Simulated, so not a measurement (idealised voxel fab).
process module | voxel gate over fins
cross-section cut | 235 nm wide | cells 5 nm
A cross-section is a grid of square cells, given in bands from the top down. A band is one or more rows of cells.
Each band's line starts with the height of the band's top and of its bottom, in nm. Then come its materials from left to right, each with its width in nm. One material with "throughout" fills the band from edge to edge. "air" is empty space.
Height 0 is the level under which the wafer as received is all one material. The lowest band goes on downwards, as in "0 down".
A width such as "30 to 40" changes by the same amount from each row of cells to the next, from the band's top row to its bottom row.
"no change" after a step means that no cell of the cross-section changed.
closed voids: empty space of 8 cells or more with no open way to the top, each as width x height at its distance from the left edge, in nm
after a step's settings: what the simulator itself notes on the step
overlay nm, on a step with a mask: how far to the right of its planned place the mask lay; to the left if negative
plan
1 op RECEIVE | material Si
2 op CONFORMAL_DEP | material SiN | thk nm 10
3 op DIRECTIONAL_DEP | material aC | thk nm 15
4 op PATTERN | tone cover | mask id FINS | material resist | width nm 15 | pitch nm 50 | thk nm 30 | overlay nm 0
5 op DIRECTIONAL_ETCH | etch materials aC | depth nm 15
6 op STRIP | etch materials resist
7 op DIRECTIONAL_ETCH | etch materials SiN | depth nm 10
8 op DIRECTIONAL_ETCH | etch materials Si | depth nm 30
9 op STRIP | etch materials aC
10 op FILL_DEP | material SiO2 | thk nm 5
11 op CMP | height nm 10
12 op DIRECTIONAL_DEP | material aC | thk nm 15
13 op PATTERN | tone open | mask id RAIL | material resist | width nm 15 | thk nm 30 | overlay nm 0
14 op DIRECTIONAL_ETCH | etch materials aC | depth nm 15
15 op STRIP | etch materials resist
16 op DIRECTIONAL_ETCH | etch materials SiO2 | depth nm 35
17 op STRIP | etch materials aC
18 op CONFORMAL_DEP | material TiN | thk nm 5
19 op FILL_DEP | material W | thk nm 10
20 op CMP | height nm 10
21 op SELECTIVE_ETCH | etch materials W Ru TiN | depth nm 25
22 op FILL_DEP | material SiO2 | thk nm 5
23 op CMP | height nm 10
24 op SELECTIVE_ETCH | etch materials SiO2 | depth nm 20
25 op STRIP | etch materials SiN
26 op CONFORMAL_DEP | material HfO2 | thk nm 5
27 op CONFORMAL_DEP | material TiN | thk nm 5
28 op FILL_DEP | material W | thk nm 10
29 op CMP | height nm 15
30 op CONFORMAL_DEP | material SiCN | thk nm 10
as received, after step 1
  0 down: Si throughout
  closed voids: none
a wafer at the end: this start, this plan, one mistake
  25 to 15: SiCN throughout
  15 to 5: W throughout
  5 to 0: W 55 | TiN 25 | W 25 | TiN 25 | W 25 | TiN 25 | W 55
  0 to -5: W 55 | TiN 5 | Si 15 | TiN 5 | W 25 | TiN 5 | Si 15 | TiN 5 | W 25 | TiN 5 | Si 15 | TiN 5 | W 55
  -5 to -10: TiN 60 | Si 15 | TiN 35 | Si 15 | TiN 35 | Si 15 | TiN 60
  -10 to -15: SiO2 60 | Si 15 | SiO2 35 | Si 15 | SiO2 35 | Si 15 | SiO2 60
  -15 to -20: SiO2 60 | Si 15 | SiO2 10 | TiN 5 | W 5 | TiN 5 | SiO2 10 | Si 15 | SiO2 35 | Si 15 | SiO2 60
  -20 to -25: SiO2 60 | Si 15 | SiO2 10 | TiN 15 | SiO2 10 | Si 15 | SiO2 35 | Si 15 | SiO2 60
  -25 to -30: SiO2 60 | Si 15 | SiO2 35 | Si 15 | SiO2 35 | Si 15 | SiO2 60
  -30 down: Si throughout
  closed voids: none
what went wrong: step 26 was left out
